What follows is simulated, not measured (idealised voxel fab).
process module | voxel released beams
cross-section cut | 210 nm wide | cells 5 nm
A cross-section is a grid of square cells, given in bands from the top down. A band is one or more rows of cells.
Each band's line starts with the height of the band's top and of its bottom, in nm. Then come its materials from left to right, each with its width in nm. One material with "throughout" fills the band from edge to edge. "air" is empty space.
Height 0 is the level under which the wafer as received is all one material. The lowest band goes on downwards, as in "0 down".
A width such as "30 to 40" changes by the same amount from each row of cells to the next, from the band's top row to its bottom row.
"no change" after a step means that no cell of the cross-section changed.
closed voids: empty space of 8 cells or more with no open way to the top, each as width x height at its distance from the left edge, in nm
after a step's settings: what the simulator itself notes on the step
overlay nm, on a step with a mask: how far to the right of its planned place the mask lay; to the left if negative
plan
1 op RECEIVE | material Si
2 op CONFORMAL_DEP | material SiN | thk nm 5
3 op DIRECTIONAL_DEP | material SiO2 | thk nm 10
4 op DIRECTIONAL_DEP | material aC | thk nm 15
5 op PATTERN | tone open | mask id ANCHOR | material resist | width nm 35 | thk nm 35 | overlay nm -15
6 op DIRECTIONAL_ETCH | etch materials aC | depth nm 15
7 op STRIP | etch materials resist
8 op DIRECTIONAL_ETCH | etch materials SiO2 | depth nm 10
9 op STRIP | etch materials aC
10 op CONFORMAL_DEP | material W | thk nm 15
11 op DIRECTIONAL_DEP | material aC | thk nm 15
12 op PATTERN | tone cover | mask id BEAM | material resist | width nm 120 | thk nm 30 | overlay nm 0
13 op DIRECTIONAL_ETCH | etch materials aC | depth nm 15
14 op STRIP | etch materials resist
15 op DIRECTIONAL_ETCH | etch materials W | depth nm 15
16 op STRIP | etch materials aC
17 op STRIP | etch materials SiO2
varied across the wafers: overlay nm of step 5. The plan shows the first wafer's value. All wafers start alike
first wafer as received, after step 1
  0 down: Si throughout
  closed voids: none
each wafer at the end: cells of each material gained (+) or lost (-) since it was received, then its closed voids
overlay nm -15 | +42 SiN | +84 W | closed voids: none
overlay nm -10 | +42 SiN | +84 W | closed voids: none
overlay nm -5 | +42 SiN | +84 W | closed voids: none
overlay nm 0 | +42 SiN | +84 W | closed voids: none
overlay nm 5 | +42 SiN | +84 W | closed voids: none
overlay nm 10 | +42 SiN | +84 W | closed voids: none
overlay nm 15 | +42 SiN | +84 W | closed voids: none
